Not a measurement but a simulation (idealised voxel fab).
process module | voxel ribs on slabs
cross-section cut | 245 nm wide | cells 5 nm
A cross-section is a grid of square cells, given in bands from the top down. A band is one or more rows of cells.
Each band's line starts with the height of the band's top and of its bottom, in nm. Then come its materials from left to right, each with its width in nm. One material with "throughout" fills the band from edge to edge. "air" is empty space.
Height 0 is the level under which the wafer as received is all one material. The lowest band goes on downwards, as in "0 down".
A width such as "30 to 40" changes by the same amount from each row of cells to the next, from the band's top row to its bottom row.
"no change" after a step means that no cell of the cross-section changed.
closed voids: empty space of 8 cells or more with no open way to the top, each as width x height at its distance from the left edge, in nm
after a step's settings: what the simulator itself notes on the step
overlay nm, on a step with a mask: how far to the right of its planned place the mask lay; to the left if negative
Each pair below shows a cross-section before one step and the cross-section after it, down to the lowest band that changed. The line under each pair gives the step between them, with its settings. The pairs can come from different runs of this module on the same starting wafer, so a pair continues from the pair above only where its "before" says so.
before
  0 down: Si throughout
  closed voids: none
after
  20 to 0: SiO2 throughout
  below 0: unchanged
  closed voids: none
the step between: op DIRECTIONAL_DEP | material SiO2 | thk nm 20
before: the cross-section after the pair above
after
  45 to 20: polySi throughout
  below 20: unchanged
  closed voids: none
the step between: op DIRECTIONAL_DEP | material polySi | thk nm 25
before: the cross-section after the pair above
after
  45 to 40: air 105 | polySi 30 | air 110
  below 40: unchanged
  closed voids: none
the step between: op MASKED_ETCH | tone cover | mask id RIB | width nm 30 | etch materials polySi | depth nm 5 | overlay nm 0
before: the cross-section after the pair above
after
  60 to 55: air 105 | aC 30 | air 110
  55 to 45: aC throughout
  45 to 40: aC 105 | polySi 30 | aC 110
  below 40: unchanged
  closed voids: none
the step between: op DIRECTIONAL_DEP | material aC | thk nm 15
before: the cross-section after the pair above
after
  90 to 60: air 85 | resist 70 | air 90
  60 to 55: air 85 | resist 20 | aC 30 | resist 20 | air 90
  below 55: unchanged
  closed voids: none
the step between: op PATTERN | tone cover | mask id SLAB | material resist | width nm 70 | thk nm 30 | overlay nm 0
before: the cross-section after the pair above
after
  75 to 60: air 85 | resist 70 | air 90
  60 to 55: air 85 | resist 20 | aC 30 | resist 20 | air 90
  55 to 45: air 85 | aC 70 | air 90
  45 to 40: air 85 | aC 20 | polySi 30 | aC 20 | air 90
  below 40: unchanged
  closed voids: none
the step between: op DIRECTIONAL_ETCH | etch materials aC | depth nm 15
before: the cross-section after the pair above
after
  60 to 55: air 105 | aC 30 | air 110
  below 55: unchanged
  closed voids: none
the step between: op STRIP | etch materials resist
before: the cross-section after the pair above
after
  60 to 55: air 105 | aC 30 | air 110
  55 to 45: air 85 | aC 70 | air 90
  45 to 40: air 85 | aC 20 | polySi 30 | aC 20 | air 90
  40 to 20: air 85 | polySi 70 | air 90
  below 20: unchanged
  closed voids: none
the step between: op DIRECTIONAL_ETCH | etch materials polySi | depth nm 20
before: the cross-section after the pair above
after
  45 to 40: air 105 | polySi 30 | air 110
  below 40: unchanged
  closed voids: none
the step between: op STRIP | etch materials aC
before: the cross-section after the pair above
after
  70 to 45: SiO2 throughout
  45 to 40: SiO2 105 | polySi 30 | SiO2 110
  40 to 20: SiO2 85 | polySi 70 | SiO2 90
  below 20: unchanged
  closed voids: none
the step between: op FILL_DEP | material SiO2 | thk nm 25
before: the cross-section after the pair above
after
  65 to 45: SiO2 throughout
  below 45: unchanged
  closed voids: none
the step between: op CMP | height nm 65
before: the cross-section after the pair above
after
  75 to 65: W throughout
  below 65: unchanged
  closed voids: none
the step between: op DIRECTIONAL_DEP | material W | thk nm 10
before: the cross-section after the pair above
after
  90 to 75: air 100 | resist 40 | air 105
  below 75: unchanged
  closed voids: none
the step between: op PATTERN | tone cover | mask id HEATER | material resist | width nm 40 | thk nm 15 | overlay nm 0
before: the cross-section after the pair above
after
  90 to 75: air 100 | resist 40 | air 105
  75 to 65: air 100 | W 40 | air 105
  below 65: unchanged
  closed voids: none
the step between: op DIRECTIONAL_ETCH | etch materials W | depth nm 10
before: the cross-section after the pair above
after
  75 to 65: air 100 | W 40 | air 105
  below 65: unchanged
  closed voids: none
the step between: op STRIP | etch materials resist
before: the cross-section after the pair above
after
  85 to 75: air 90 | SiO2 60 | air 95
  75 to 65: SiO2 100 | W 40 | SiO2 105
  below 65: unchanged
  closed voids: none
the step between: op CONFORMAL_DEP | material SiO2 | thk nm 10
before
  20 to 0: SiO2 throughout
  0 down: Si throughout
  closed voids: none
after
  40 to 0: SiO2 throughout
  below 0: unchanged
  closed voids: none
the step between: op DIRECTIONAL_DEP | material SiO2 | thk nm 20
before: the cross-section after the pair above
after
  65 to 40: polySi throughout
  below 40: unchanged
  closed voids: none
the step between: op DIRECTIONAL_DEP | material polySi | thk nm 25
before: the cross-section after the pair above
after
  65 to 60: air 105 | polySi 30 | air 110
  below 60: unchanged
  closed voids: none
the step between: op MASKED_ETCH | tone cover | mask id RIB | width nm 30 | etch materials polySi | depth nm 5 | overlay nm 0
before: the cross-section after the pair above
after
  80 to 75: air 105 | aC 30 | air 110
  75 to 65: aC throughout
  65 to 60: aC 105 | polySi 30 | aC 110
  below 60: unchanged
  closed voids: none
the step between: op DIRECTIONAL_DEP | material aC | thk nm 15
before: the cross-section after the pair above
after
  110 to 80: air 85 | resist 70 | air 90
  80 to 75: air 85 | resist 20 | aC 30 | resist 20 | air 90
  below 75: unchanged
  closed voids: none
the step between: op PATTERN | tone cover | mask id SLAB | material resist | width nm 70 | thk nm 30 | overlay nm 0
before: the cross-section after the pair above
after
  95 to 80: air 85 | resist 70 | air 90
  80 to 75: air 85 | resist 20 | aC 30 | resist 20 | air 90
  75 to 65: air 85 | aC 70 | air 90
  65 to 60: air 85 | aC 20 | polySi 30 | aC 20 | air 90
  below 60: unchanged
  closed voids: none
the step between: op DIRECTIONAL_ETCH | etch materials aC | depth nm 15
before: the cross-section after the pair above
after
  80 to 75: air 105 | aC 30 | air 110
  below 75: unchanged
  closed voids: none
the step between: op STRIP | etch materials resist
before: the cross-section after the pair above
after
  80 to 75: air 105 | aC 30 | air 110
  75 to 65: air 85 | aC 70 | air 90
  65 to 60: air 85 | aC 20 | polySi 30 | aC 20 | air 90
  60 to 40: air 85 | polySi 70 | air 90
  below 40: unchanged
  closed voids: none
the step between: op DIRECTIONAL_ETCH | etch materials polySi | depth nm 20
before: the cross-section after the pair above
after
  65 to 60: air 105 | polySi 30 | air 110
  below 60: unchanged
  closed voids: none
the step between: op STRIP | etch materials aC
before: the cross-section after the pair above
after
  90 to 65: SiO2 throughout
  65 to 60: SiO2 105 | polySi 30 | SiO2 110
  60 to 40: SiO2 85 | polySi 70 | SiO2 90
  below 40: unchanged
  closed voids: none
the step between: op FILL_DEP | material SiO2 | thk nm 25
before: the cross-section after the pair above
after
  65 to 60: SiO2 105 | polySi 30 | SiO2 110
  below 60: unchanged
  closed voids: none
the step between: op CMP | height nm 65
before: the cross-section after the pair above
after
  75 to 65: W throughout
  below 65: unchanged
  closed voids: none
the step between: op DIRECTIONAL_DEP | material W | thk nm 10
before: the cross-section after the pair above
after
  90 to 75: air 100 | resist 40 | air 105
  below 75: unchanged
  closed voids: none
the step between: op PATTERN | tone cover | mask id HEATER | material resist | width nm 40 | thk nm 15 | overlay nm 0
before: the cross-section after the pair above
after
  90 to 75: air 100 | resist 40 | air 105
  75 to 65: air 100 | W 40 | air 105
  below 65: unchanged
  closed voids: none
the step between: op DIRECTIONAL_ETCH | etch materials W | depth nm 10
before: the cross-section after the pair above
after
  75 to 65: air 100 | W 40 | air 105
  below 65: unchanged
  closed voids: none
the step between: op STRIP | etch materials resist
before: the cross-section after the pair above
after
  85 to 75: air 90 | SiO2 60 | air 95
  75 to 65: SiO2 100 | W 40 | SiO2 105
  below 65: unchanged
  closed voids: none
the step between: op CONFORMAL_DEP | material SiO2 | thk nm 10
before
  0 down: Si throughout
  closed voids: none
after
  25 to 0: polySi throughout
  below 0: unchanged
  closed voids: none
the step between: op DIRECTIONAL_DEP | material polySi | thk nm 25
before: the cross-section after the pair above
after
  45 to 25: SiO2 throughout
  below 25: unchanged
  closed voids: none
the step between: op DIRECTIONAL_DEP | material SiO2 | thk nm 20
before: the cross-section after the pair above
after
  60 to 45: aC throughout
  below 45: unchanged
  closed voids: none
the step between: op DIRECTIONAL_DEP | material aC | thk nm 15
before: the cross-section after the pair above
after
  90 to 60: air 85 | resist 70 | air 90
  below 60: unchanged
  closed voids: none
the step between: op PATTERN | tone cover | mask id SLAB | material resist | width nm 70 | thk nm 30 | overlay nm 0
before: the cross-section after the pair above
after
  75 to 60: air 85 | resist 70 | air 90
  60 to 45: air 85 | aC 70 | air 90
  below 45: unchanged
  closed voids: none
the step between: op DIRECTIONAL_ETCH | etch materials aC | depth nm 15
before: the cross-section after the pair above
after
  60 to 45: air 85 | aC 70 | air 90
  below 45: unchanged
  closed voids: none
the step between: op STRIP | etch materials resist
before: the cross-section after the pair above
after
  45 to 25: SiO2 throughout
  below 25: unchanged
  closed voids: none
the step between: op STRIP | etch materials aC
before: the cross-section after the pair above
after
  70 to 25: SiO2 throughout
  below 25: unchanged
  closed voids: none
the step between: op FILL_DEP | material SiO2 | thk nm 25
before: the cross-section after the pair above
after
  65 to 25: SiO2 throughout
  below 25: unchanged
  closed voids: none
the step between: op CMP | height nm 65
before: the cross-section after the pair above
after
  75 to 65: W throughout
  below 65: unchanged
  closed voids: none
the step between: op DIRECTIONAL_DEP | material W | thk nm 10
before: the cross-section after the pair above
after
  90 to 75: air 100 | resist 40 | air 105
  below 75: unchanged
  closed voids: none
the step between: op PATTERN | tone cover | mask id HEATER | material resist | width nm 40 | thk nm 15 | overlay nm 0
before: the cross-section after the pair above
after
  90 to 75: air 100 | resist 40 | air 105
  75 to 65: air 100 | W 40 | air 105
  below 65: unchanged
  closed voids: none
the step between: op DIRECTIONAL_ETCH | etch materials W | depth nm 10
before: the cross-section after the pair above
after
  75 to 65: air 100 | W 40 | air 105
  below 65: unchanged
  closed voids: none
the step between: op STRIP | etch materials resist
before: the cross-section after the pair above
after
  85 to 75: air 90 | SiO2 60 | air 95
  75 to 65: SiO2 100 | W 40 | SiO2 105
  below 65: unchanged
  closed voids: none
the step between: op CONFORMAL_DEP | material SiO2 | thk nm 10
before
  0 down: Si throughout
  closed voids: none
after
  25 to 0: SiO2 throughout
  below 0: unchanged
  closed voids: none
the step between: op DIRECTIONAL_DEP | material SiO2 | thk nm 25
before: the cross-section after the pair above
after
  50 to 25: polySi throughout
  below 25: unchanged
  closed voids: none
the step between: op DIRECTIONAL_DEP | material polySi | thk nm 25
before: the cross-section after the pair above
after
  50 to 45: air 105 | polySi 30 | air 110
  below 45: unchanged
  closed voids: none
the step between: op MASKED_ETCH | tone cover | mask id RIB | width nm 30 | etch materials polySi | depth nm 5 | overlay nm 0
before: the cross-section after the pair above
after
  65 to 60: air 105 | aC 30 | air 110
  60 to 50: aC throughout
  50 to 45: aC 105 | polySi 30 | aC 110
  below 45: unchanged
  closed voids: none
the step between: op DIRECTIONAL_DEP | material aC | thk nm 15
before: the cross-section after the pair above
after
  95 to 65: air 85 | resist 70 | air 90
  65 to 60: air 85 | resist 20 | aC 30 | resist 20 | air 90
  below 60: unchanged
  closed voids: none
the step between: op PATTERN | tone cover | mask id SLAB | material resist | width nm 70 | thk nm 30 | overlay nm 0
before: the cross-section after the pair above
after
  80 to 65: air 85 | resist 70 | air 90
  65 to 60: air 85 | resist 20 | aC 30 | resist 20 | air 90
  60 to 50: air 85 | aC 70 | air 90
  50 to 45: air 85 | aC 20 | polySi 30 | aC 20 | air 90
  below 45: unchanged
  closed voids: none
the step between: op DIRECTIONAL_ETCH | etch materials aC | depth nm 15
before: the cross-section after the pair above
after
  65 to 60: air 105 | aC 30 | air 110
  below 60: unchanged
  closed voids: none
the step between: op STRIP | etch materials resist
before: the cross-section after the pair above
after
  65 to 60: air 105 | aC 30 | air 110
  60 to 50: air 85 | aC 70 | air 90
  50 to 45: air 85 | aC 20 | polySi 30 | aC 20 | air 90
  45 to 25: air 85 | polySi 70 | air 90
  below 25: unchanged
  closed voids: none
the step between: op DIRECTIONAL_ETCH | etch materials polySi | depth nm 20
before: the cross-section after the pair above
after
  50 to 45: air 105 | polySi 30 | air 110
  below 45: unchanged
  closed voids: none
the step between: op STRIP | etch materials aC
before: the cross-section after the pair above
after
  75 to 50: SiO2 throughout
  50 to 45: SiO2 105 | polySi 30 | SiO2 110
  45 to 25: SiO2 85 | polySi 70 | SiO2 90
  below 25: unchanged
  closed voids: none
the step between: op FILL_DEP | material SiO2 | thk nm 25
before: the cross-section after the pair above
after
  65 to 50: SiO2 throughout
  below 50: unchanged
  closed voids: none
the step between: op CMP | height nm 65
before: the cross-section after the pair above
after
  75 to 65: W throughout
  below 65: unchanged
  closed voids: none
the step between: op DIRECTIONAL_DEP | material W | thk nm 10
before: the cross-section after the pair above
after
  90 to 75: air 100 | resist 40 | air 105
  below 75: unchanged
  closed voids: none
the step between: op PATTERN | tone cover | mask id HEATER | material resist | width nm 40 | thk nm 15 | overlay nm 0
before: the cross-section after the pair above
after
  90 to 75: air 100 | resist 40 | air 105
  75 to 65: air 100 | W 40 | air 105
  below 65: unchanged
  closed voids: none
the step between: op DIRECTIONAL_ETCH | etch materials W | depth nm 10
before: the cross-section after the pair above
after
  75 to 65: air 100 | W 40 | air 105
  below 65: unchanged
  closed voids: none
the step between: op STRIP | etch materials resist
before: the cross-section after the pair above
after
  85 to 75: air 90 | SiO2 60 | air 95
  75 to 65: SiO2 100 | W 40 | SiO2 105
  below 65: unchanged
  closed voids: none
the step between: op CONFORMAL_DEP | material SiO2 | thk nm 10
before
  75 to 65: W throughout
  65 to 45: SiO2 throughout
  45 to 40: SiO2 105 | polySi 30 | SiO2 110
  40 to 20: SiO2 85 | polySi 70 | SiO2 90
  20 to 0: SiO2 throughout
  0 down: Si throughout
  closed voids: none
after
  90 to 75: air 95 | resist 50 | air 100
  below 75: unchanged
  closed voids: none
the step between: op PATTERN | tone cover | mask id HEATER | material resist | width nm 50 | thk nm 15 | overlay nm 0
before: the cross-section after the pair above
after
  90 to 75: air 95 | resist 50 | air 100
  75 to 65: air 95 | W 50 | air 100
  below 65: unchanged
  closed voids: none
the step between: op DIRECTIONAL_ETCH | etch materials W | depth nm 10
before: the cross-section after the pair above
after
  75 to 65: air 95 | W 50 | air 100
  below 65: unchanged
  closed voids: none
the step between: op STRIP | etch materials resist
before: the cross-section after the pair above
after
  85 to 75: air 85 | SiO2 70 | air 90
  75 to 65: SiO2 95 | W 50 | SiO2 100
  below 65: unchanged
  closed voids: none
the step between: op CONFORMAL_DEP | material SiO2 | thk nm 10
before
  75 to 65: W throughout
  65 to 45: SiO2 throughout
  45 to 40: SiO2 105 | polySi 30 | SiO2 110
  40 to 20: SiO2 85 | polySi 70 | SiO2 90
  20 to 0: SiO2 throughout
  0 down: Si throughout
  closed voids: none
after
  90 to 75: air 95 | resist 40 | air 110
  below 75: unchanged
  closed voids: none
the step between: op PATTERN | tone cover | mask id HEATER | material resist | width nm 40 | thk nm 15 | overlay nm -5
before: the cross-section after the pair above
after
  90 to 75: air 95 | resist 40 | air 110
  75 to 65: air 95 | W 40 | air 110
  below 65: unchanged
  closed voids: none
the step between: op DIRECTIONAL_ETCH | etch materials W | depth nm 10
before: the cross-section after the pair above
after
  75 to 65: air 95 | W 40 | air 110
  below 65: unchanged
  closed voids: none
the step between: op STRIP | etch materials resist
before: the cross-section after the pair above
after
  85 to 75: air 85 | SiO2 60 | air 100
  75 to 65: SiO2 95 | W 40 | SiO2 110
  below 65: unchanged
  closed voids: none
the step between: op CONFORMAL_DEP | material SiO2 | thk nm 10
before
  45 to 40: air 105 | polySi 30 | air 110
  40 to 20: air 85 | polySi 70 | air 90
  20 to 0: SiO2 throughout
  0 down: Si throughout
  closed voids: none
after
  70 to 20: polySi throughout
  below 20: unchanged
  closed voids: none
the step between: op FILL_DEP | material polySi | thk nm 25
before: the cross-section after the pair above
after
  65 to 20: polySi throughout
  below 20: unchanged
  closed voids: none
the step between: op CMP | height nm 65
before: the cross-section after the pair above
after
  75 to 65: W throughout
  below 65: unchanged
  closed voids: none
the step between: op DIRECTIONAL_DEP | material W | thk nm 10
before: the cross-section after the pair above
after
  90 to 75: air 100 | resist 40 | air 105
  below 75: unchanged
  closed voids: none
the step between: op PATTERN | tone cover | mask id HEATER | material resist | width nm 40 | thk nm 15 | overlay nm 0
before: the cross-section after the pair above
after
  90 to 75: air 100 | resist 40 | air 105
  75 to 65: air 100 | W 40 | air 105
  below 65: unchanged
  closed voids: none
the step between: op DIRECTIONAL_ETCH | etch materials W | depth nm 10
before: the cross-section after the pair above
after
  75 to 65: air 100 | W 40 | air 105
  below 65: unchanged
  closed voids: none
the step between: op STRIP | etch materials resist
before: the cross-section after the pair above
after
  85 to 75: air 90 | SiO2 60 | air 95
  75 to 65: SiO2 100 | W 40 | SiO2 105
  below 65: unchanged
  closed voids: none
the step between: op CONFORMAL_DEP | material SiO2 | thk nm 10
before
  45 to 20: polySi throughout
  20 to 0: SiO2 throughout
  0 down: Si throughout
  closed voids: none
after
  45 to 40: polySi 105 | air 30 | polySi 110
  below 40: unchanged
  closed voids: none
the step between: op MASKED_ETCH | tone open | mask id RIB | width nm 30 | etch materials polySi | depth nm 5 | overlay nm 0
before: the cross-section after the pair above
after
  60 to 55: aC 105 | air 30 | aC 110
  55 to 45: aC throughout
  45 to 40: polySi 105 | aC 30 | polySi 110
  below 40: unchanged
  closed voids: none
the step between: op DIRECTIONAL_DEP | material aC | thk nm 15
before: the cross-section after the pair above
after
  90 to 60: air 85 | resist 70 | air 90
  60 to 55: aC 105 | resist 30 | aC 110
  below 55: unchanged
  closed voids: none
the step between: op PATTERN | tone cover | mask id SLAB | material resist | width nm 70 | thk nm 30 | overlay nm 0
before: the cross-section after the pair above
after
  75 to 60: air 85 | resist 70 | air 90
  60 to 55: air 85 | aC 20 | resist 30 | aC 20 | air 90
  55 to 45: air 85 | aC 70 | air 90
  below 45: unchanged
  closed voids: none
the step between: op DIRECTIONAL_ETCH | etch materials aC | depth nm 15
before: the cross-section after the pair above
after
  60 to 55: air 85 | aC 20 | air 30 | aC 20 | air 90
  below 55: unchanged
  closed voids: none
the step between: op STRIP | etch materials resist
before: the cross-section after the pair above
after
  60 to 55: air 85 | aC 20 | air 30 | aC 20 | air 90
  55 to 45: air 85 | aC 70 | air 90
  45 to 40: air 85 | polySi 20 | aC 30 | polySi 20 | air 90
  40 to 25: air 85 | polySi 70 | air 90
  below 25: unchanged
  closed voids: none
the step between: op DIRECTIONAL_ETCH | etch materials polySi | depth nm 20
before: the cross-section after the pair above
after
  45 to 40: air 85 | polySi 20 | air 30 | polySi 20 | air 90
  below 40: unchanged
  closed voids: none
the step between: op STRIP | etch materials aC
before: the cross-section after the pair above
after
  70 to 45: SiO2 throughout
  45 to 40: SiO2 85 | polySi 20 | SiO2 30 | polySi 20 | SiO2 90
  40 to 25: SiO2 85 | polySi 70 | SiO2 90
  below 25: unchanged
  closed voids: none
the step between: op FILL_DEP | material SiO2 | thk nm 25
before: the cross-section after the pair above
after
  65 to 45: SiO2 throughout
  below 45: unchanged
  closed voids: none
the step between: op CMP | height nm 65
before: the cross-section after the pair above
after
  75 to 65: W throughout
  below 65: unchanged
  closed voids: none
the step between: op DIRECTIONAL_DEP | material W | thk nm 10
before: the cross-section after the pair above
after
  90 to 75: air 100 | resist 40 | air 105
  below 75: unchanged
  closed voids: none
the step between: op PATTERN | tone cover | mask id HEATER | material resist | width nm 40 | thk nm 15 | overlay nm 0
before: the cross-section after the pair above
after
  90 to 75: air 100 | resist 40 | air 105
  75 to 65: air 100 | W 40 | air 105
  below 65: unchanged
  closed voids: none
the step between: op DIRECTIONAL_ETCH | etch materials W | depth nm 10
before: the cross-section after the pair above
after
  75 to 65: air 100 | W 40 | air 105
  below 65: unchanged
  closed voids: none
the step between: op STRIP | etch materials resist
before: the cross-section after the pair above
after
  85 to 75: air 90 | SiO2 60 | air 95
  75 to 65: SiO2 100 | W 40 | SiO2 105
  below 65: unchanged
  closed voids: none
the step between: op CONFORMAL_DEP | material SiO2 | thk nm 10
